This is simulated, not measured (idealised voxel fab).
Process module under the name voxel spacer lines
We display cut, a cross-section 175 nm in width whose square cells are each 5 nm.
This document writes a cross-section as a grid whose cells are square, and gives it as bands, listed from the top down; one or more rows of cells form a band.
The entry gives the band's vertical extent as a top height and a bottom height in nm, then its horizontal make-up as materials from left to right, each with a width in nm. "empty" stands for empty space; a single material marked "throughout" fills the band edge to edge.
Where do heights start? At 0: under that level the wafer as delivered is made of one material only. And the lowest band has no floor; it just carries on downward, as in "0 -> down".
The notation "30->40" denotes a width that varies across the rows of cells in the band, beginning at the first number in the top row, finishing at the second number in the bottom row, and changing by an identical amount from each row to the next.
The cross-section has no changed cell in any step marked "everything unchanged".
"Voids lacking openings" means: voids of 8 cells or more that are shut off from the top with no open way through. Written width x height at distance, distance from the left edge, in nm.
On a step's line, text after the settings is the simulator commenting on that step.
A step line may carry the setting "overlay nm", which, for steps involving a mask, states the distance by which the mask lay to the right of its intended position; negative values denote displacement to the left.
The following list gives the planned process steps
step 1: RECEIVE: material Si
step 2: CONFORMAL_DEP: material Al2O3, thk nm 5
step 3: DIRECTIONAL_DEP: material TiN, thk nm 20
step 4: DIRECTIONAL_DEP: material aC, thk nm 30
step 5: PATTERN: tone cover, mask id MANDREL, material resist, width nm 20, pitch nm 60, thk nm 40, overlay nm 0
step 6: DIRECTIONAL_ETCH: etch materials aC, depth nm 30
step 7: STRIP: etch materials resist
step 8: CONFORMAL_DEP: material SiO2, thk nm 10
step 9: DIRECTIONAL_ETCH: etch materials SiO2, depth nm 10
step 10: STRIP: etch materials aC
step 11: DIRECTIONAL_ETCH: etch materials TiN, depth nm 20
step 12: STRIP: etch materials SiO2
As-received state of the wafer in cross-section, equivalent to post-step 1
  0 -> down: Si throughout
  Voids lacking openings: none
One mistake in running the module, otherwise start and plan as above: cross-section at the end
  20 -> 0: empty 5 nm, then TiN 10 nm, then empty 20 nm, then TiN 10 nm, then empty 20 nm, then TiN 10 nm, then empty 20 nm, then TiN 10 nm, then empty 20 nm, then TiN 10 nm, then empty 20 nm, then TiN 10 nm, then empty 10 nm
  0 -> down: Si throughout
  Voids lacking openings: none
What broke from the plan during processing? step 2 of the plan was omitted and not executed
